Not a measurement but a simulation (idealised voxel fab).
process module | voxel transistor to metal
cross-section cut | 300 nm wide | cells 5 nm
A cross-section is a grid of square cells, given in bands from the top down. A band is one or more rows of cells.
Each band's line starts with the height of the band's top and of its bottom, in nm. Then come its materials from left to right, each with its width in nm. One material with "throughout" fills the band from edge to edge. "air" is empty space.
Height 0 is the level under which the wafer as received is all one material. The lowest band goes on downwards, as in "0 down".
A width such as "30 to 40" changes by the same amount from each row of cells to the next, from the band's top row to its bottom row.
"no change" after a step means that no cell of the cross-section changed.
closed voids: empty space of 8 cells or more with no open way to the top, each as width x height at its distance from the left edge, in nm
after a step's settings: what the simulator itself notes on the step
overlay nm, on a step with a mask: how far to the right of its planned place the mask lay; to the left if negative
plan
1 op RECEIVE | material Si
2 op OXIDIZE | depth nm 5
3 op CONFORMAL_DEP | material SiN | thk nm 10
4 op DIRECTIONAL_DEP | material aC | thk nm 15
5 op PATTERN | tone cover | mask id ACTIVE | material resist | width nm 105 | pitch nm 135 | thk nm 35 | overlay nm 0
6 op DIRECTIONAL_ETCH | etch materials aC | depth nm 15
7 op STRIP | etch materials resist
8 op DIRECTIONAL_ETCH | etch materials SiN | depth nm 10
9 op DIRECTIONAL_ETCH | etch materials SiO2 | depth nm 5
10 op DIRECTIONAL_ETCH | etch materials Si | depth nm 30
11 op STRIP | etch materials aC
12 op FILL_DEP | material SiO2 | thk nm 15
13 op CMP | height nm 10
14 op SELECTIVE_ETCH | etch materials SiO2 | depth nm 10
15 op STRIP | etch materials SiN
16 op SELECTIVE_ETCH | etch materials SiO2 | depth nm 5
17 op OXIDIZE | depth nm 5
18 op DIRECTIONAL_DEP | material polySi | thk nm 25
19 op DIRECTIONAL_DEP | material SiCN | thk nm 15
20 op MASKED_ETCH | tone cover | mask id GATE | width nm 25 | pitch nm 135 | etch materials SiCN | depth nm 25 | overlay nm 0
21 op MASKED_ETCH | tone cover | mask id GATE | width nm 25 | pitch nm 135 | etch materials polySi | depth nm 35 | overlay nm 0
22 op CONFORMAL_DEP | material SiN | thk nm 5
23 op DIRECTIONAL_ETCH | etch materials SiN | depth nm 5
24 op DIRECTIONAL_ETCH | etch materials SiO2 | depth nm 5
25 op DIRECTIONAL_ETCH | etch materials Si | depth nm 15
26 op EPI | material SiGe | thk nm 15
27 op FILL_DEP | material SiO2 | thk nm 10
28 op CMP | height nm 20
29 op STRIP | etch materials polySi
30 op SELECTIVE_ETCH | etch materials SiO2 | depth nm 5
31 op CONFORMAL_DEP | material HfO2 | thk nm 5
32 op CONFORMAL_DEP | material TiN | thk nm 5
33 op FILL_DEP | material W | thk nm 5
34 op CMP | height nm 15
35 op DIRECTIONAL_DEP | material SiO2 | thk nm 10
36 op DIRECTIONAL_DEP | material aC | thk nm 10
37 op PATTERN | tone open | mask id CONTACT | material resist | width nm 15 | thk nm 25 | overlay nm 0
38 op DIRECTIONAL_ETCH | etch materials aC | depth nm 10
39 op STRIP | etch materials resist
40 op DIRECTIONAL_ETCH | etch materials SiO2 | depth nm 35
41 op STRIP | etch materials aC
42 op CONFORMAL_DEP | material TiN | thk nm 5
43 op FILL_DEP | material W | thk nm 10
44 op CMP | height nm 25
45 op CONFORMAL_DEP | material SiN | thk nm 5
46 op DIRECTIONAL_DEP | material lowk | thk nm 20
47 op MASKED_ETCH | tone open | mask id METAL_1 | width nm 15 | etch materials lowk | depth nm 20 | overlay nm 0
48 op MASKED_ETCH | tone open | mask id METAL_1 | width nm 15 | etch materials SiN | depth nm 5 | overlay nm 0
49 op CONFORMAL_DEP | material TiN | thk nm 5
50 op FILL_DEP | material W | thk nm 5
51 op CMP | height nm 50
52 op CONFORMAL_DEP | material SiCN | thk nm 5
53 op DIRECTIONAL_DEP | material lowk | thk nm 30
54 op PATTERN | tone open | mask id METAL_2 | material resist | width nm 15 | pitch nm 135 | thk nm 20 | overlay nm 0
55 op DIRECTIONAL_ETCH | etch materials lowk | depth nm 20
56 op STRIP | etch materials resist
57 op PATTERN | tone open | mask id METAL_2_HOLES | material resist | width nm 15 | pitch nm 135 | thk nm 20 | overlay nm 0
58 op DIRECTIONAL_ETCH | etch materials lowk | depth nm 10
59 op DIRECTIONAL_ETCH | etch materials SiCN | depth nm 5
60 op STRIP | etch materials resist
61 op CONFORMAL_DEP | material TiN | thk nm 5
62 op FILL_DEP | material Ru | thk nm 5
63 op CMP | height nm 85
64 op CONFORMAL_DEP | material SiCN | thk nm 5
as received, after step 1
  0 down: Si throughout
  closed voids: none
a wafer at the end: this start, this plan, one mistake
  90 to 85: SiCN throughout
  85 to 55: lowk 35 | TiN 5 | Ru 5 | TiN 5 | lowk 120 | TiN 5 | Ru 5 | TiN 5 | lowk 115
  55 to 50: SiCN 35 | TiN 15 | SiCN 120 | TiN 15 | SiCN 115
  50 to 35: lowk 45 | TiN 5 | W 5 | TiN 5 | lowk 65 | TiN 5 | W 5 | TiN 5 | lowk 40 | TiN 5 | W 5 | TiN 5 | lowk 65 | TiN 5 | W 5 | TiN 5 | lowk 25
  35 to 30: lowk 45 | TiN 15 | lowk 65 | TiN 15 | lowk 40 | TiN 15 | lowk 65 | TiN 15 | lowk 25
  30 to 25: SiN 45 | TiN 5 | SiN 75 | TiN 5 | SiN 50 | TiN 5 | SiN 75 | TiN 5 | SiN 35
  25 to 15: SiO2 35 | TiN 5 | W 5 | TiN 5 | SiO2 65 | TiN 5 | W 5 | TiN 5 | SiO2 40 | TiN 5 | W 5 | TiN 5 | SiO2 65 | TiN 5 | W 5 | TiN 5 | SiO2 35
  15 to 5: SiO2 35 | TiN 5 | W 5 | TiN 5 | SiO2 15 | SiN 5 | HfO2 5 | TiN 5 | W 5 | TiN 5 | HfO2 5 | SiN 5 | SiO2 15 | TiN 5 | W 5 | TiN 5 | SiO2 40 | TiN 5 | W 5 | TiN 5 | SiO2 15 | SiN 5 | HfO2 5 | TiN 5 | W 5 | TiN 5 | HfO2 5 | SiN 5 | SiO2 15 | TiN 5 | W 5 | TiN 5 | SiO2 35
  5 to 0: SiO2 35 | TiN 5 | W 5 | TiN 5 | SiGe 15 | SiN 5 | HfO2 5 | TiN 5 | W 5 | TiN 5 | HfO2 5 | SiN 5 | SiGe 15 | TiN 5 | W 5 | TiN 5 | SiO2 40 | TiN 5 | W 5 | TiN 5 | SiGe 15 | SiN 5 | HfO2 5 | TiN 5 | W 5 | TiN 5 | HfO2 5 | SiN 5 | SiGe 15 | TiN 5 | W 5 | TiN 5 | SiO2 35
  0 to -5: SiO2 35 | TiN 5 | W 5 | TiN 5 | SiGe 15 | SiN 5 | HfO2 5 | TiN 15 | HfO2 5 | SiN 5 | SiGe 15 | TiN 5 | W 5 | TiN 5 | SiO2 40 | TiN 5 | W 5 | TiN 5 | SiGe 15 | SiN 5 | HfO2 5 | TiN 15 | HfO2 5 | SiN 5 | SiGe 15 | TiN 5 | W 5 | TiN 5 | SiO2 35
  -5 to -10: SiO2 35 | TiN 15 | SiGe 15 | HfO2 35 | SiGe 15 | TiN 15 | SiO2 40 | TiN 15 | SiGe 15 | HfO2 35 | SiGe 15 | TiN 15 | SiO2 35
  -10 to -25: SiO2 30 | SiGe 35 | Si 35 | SiGe 35 | SiO2 30 | SiGe 35 | Si 35 | SiGe 35 | SiO2 30
  -25 to -35: SiO2 30 | Si 105 | SiO2 30 | Si 105 | SiO2 30
  -35 down: Si throughout
  closed voids: none
what went wrong: step 47 ran as: op MASKED_ETCH | tone open | mask id METAL_1 | width nm 15 | etch materials lowk | depth nm 20 | overlay nm 10
